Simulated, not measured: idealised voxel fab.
Process module under the name voxel wiring stack
We display cut, a cross-section 160 nm in width whose square cells are each 5 nm.
Cross-section spec: square-cell grid; bands listed top down; each band is one or more rows. Top, bottom (nm), then materials left to right with widths (nm); lone material tagged "everywhere" fills the whole band edge to edge; "empty" = empty space. Basically, 0 is our baseline, since under it the wafer straight out of the box is all one material. The bottom band has no lower end and keeps on going down, so it looks like "top 0, no bottom". The notation "30 to 40" denotes a width that varies across the rows of cells in the band, beginning at the first number in the top row, finishing at the second number in the bottom row, and changing by an identical amount from each row to the next. The cross-section has no changed cell in any step marked "no alterations made". Any empty space of 8 cells or more lacking an open way to the top shows up in "closed voids" as width x height at distance, distance from the left edge, in nm. Post-settings text on a step line: simulator's own remark regarding the step. A step line may carry the setting "overlay nm", which, for steps involving a mask, states the distance by which the mask lay to the right of its intended position; negative values denote displacement to the left.
Process steps - plan
1,RECEIVE with material Si
2,CONFORMAL_DEP with material SiO2, thk nm 15
3,DIRECTIONAL_DEP with material TiN, thk nm 5
4,DIRECTIONAL_DEP with material W, thk nm 25
5,PATTERN with tone cover, mask id METAL_1, material resist, width nm 20, pitch nm 40, thk nm 20, overlay nm 0
6,DIRECTIONAL_ETCH with etch materials W, depth nm 25
7,DIRECTIONAL_ETCH with etch materials TiN, depth nm 5
8,STRIP with etch materials resist
9,FILL_DEP with material lowk, thk nm 10
10,CMP with height nm 45
11,CONFORMAL_DEP with material SiCN, thk nm 5
12,DIRECTIONAL_DEP with material lowk, thk nm 30
13,DIRECTIONAL_DEP with material aC, thk nm 15
14,PATTERN with tone open, mask id METAL_2, material resist, width nm 20, pitch nm 40, thk nm 30, overlay nm 0
15,DIRECTIONAL_ETCH with etch materials aC, depth nm 15
16,STRIP with etch materials resist
17,DIRECTIONAL_ETCH with etch materials lowk, depth nm 15
18,STRIP with etch materials aC
19,MASKED_ETCH with tone open, mask id METAL_2_HOLES, width nm 15, pitch nm 40, etch materials lowk, depth nm 15, overlay nm 0
20,MASKED_ETCH with tone open, mask id METAL_2_HOLES, width nm 15, pitch nm 40, etch materials SiCN, depth nm 5, overlay nm 0
21,CONFORMAL_DEP with material TiN, thk nm 5
22,FILL_DEP with material Cu, thk nm 10
23,CMP with height nm 80
24,CONFORMAL_DEP with material SiN, thk nm 5
Incoming wafer in cross-section (state: after step 1)
- top 0, no bottom  Si everywhere
- closed voids: none
The first of the two wafers as seen in cross-section once the module was finished; processing followed the plan
- top 85, bottom 80  SiN everywhere
- top 80, bottom 70  lowk 50 nm; TiN 5 nm; Cu 10 nm; TiN 5 nm; lowk 20 nm; TiN 5 nm; Cu 10 nm; TiN 5 nm; lowk 50 nm
- top 70, bottom 65  lowk 50 nm; TiN 5 nm; Cu 5 nm; TiN 10 nm; lowk 20 nm; TiN 5 nm; Cu 5 nm; TiN 10 nm; lowk 50 nm
- top 65, bottom 50  lowk 50 nm; TiN 5 nm; Cu 5 nm; TiN 5 nm; lowk 25 nm; TiN 5 nm; Cu 5 nm; TiN 5 nm; lowk 55 nm
- top 50, bottom 45  SiCN 50 nm; TiN 15 nm; SiCN 25 nm; TiN 15 nm; SiCN 55 nm
- top 45, bottom 20  lowk 50 nm; W 20 nm; lowk 20 nm; W 20 nm; lowk 50 nm
- top 20, bottom 15  lowk 50 nm; TiN 20 nm; lowk 20 nm; TiN 20 nm; lowk 50 nm
- top 15, bottom 0  SiO2 everywhere
- top 0, no bottom  Si everywhere
- closed voids: none
Cross-sectional view: second of two wafers, end of module; start and plan identical to the first, one mistake in running
- top 85, bottom 80  SiN everywhere
- top 80, bottom 70  Cu 60 nm; TiN 5 nm; lowk 5 nm; TiN 5 nm; Cu 25 nm; TiN 5 nm; lowk 5 nm; TiN 5 nm; Cu 45 nm
- top 70, bottom 65  TiN 65 nm; lowk 5 nm; TiN 35 nm; lowk 5 nm; TiN 50 nm
- top 65, bottom 50  lowk everywhere
- top 50, bottom 45  SiCN everywhere
- top 45, bottom 20  lowk 50 nm; W 20 nm; lowk 20 nm; W 20 nm; lowk 50 nm
- top 20, bottom 15  lowk 50 nm; TiN 20 nm; lowk 20 nm; TiN 20 nm; lowk 50 nm
- top 15, bottom 0  SiO2 everywhere
- top 0, no bottom  Si everywhere
- closed voids: none
What went wrong in running the wafer? so step 14 ended up running with a different setting than we planned, it ran as PATTERN with tone cover, mask id METAL_2, material resist, width nm 20, pitch nm 40, thk nm 30, overlay nm 0
Once processing is complete, comparing cell counts shows that the second wafer has more or fewer of certain materials than the first: Cu +36 | SiCN +6 | TiN +6 | lowk -48
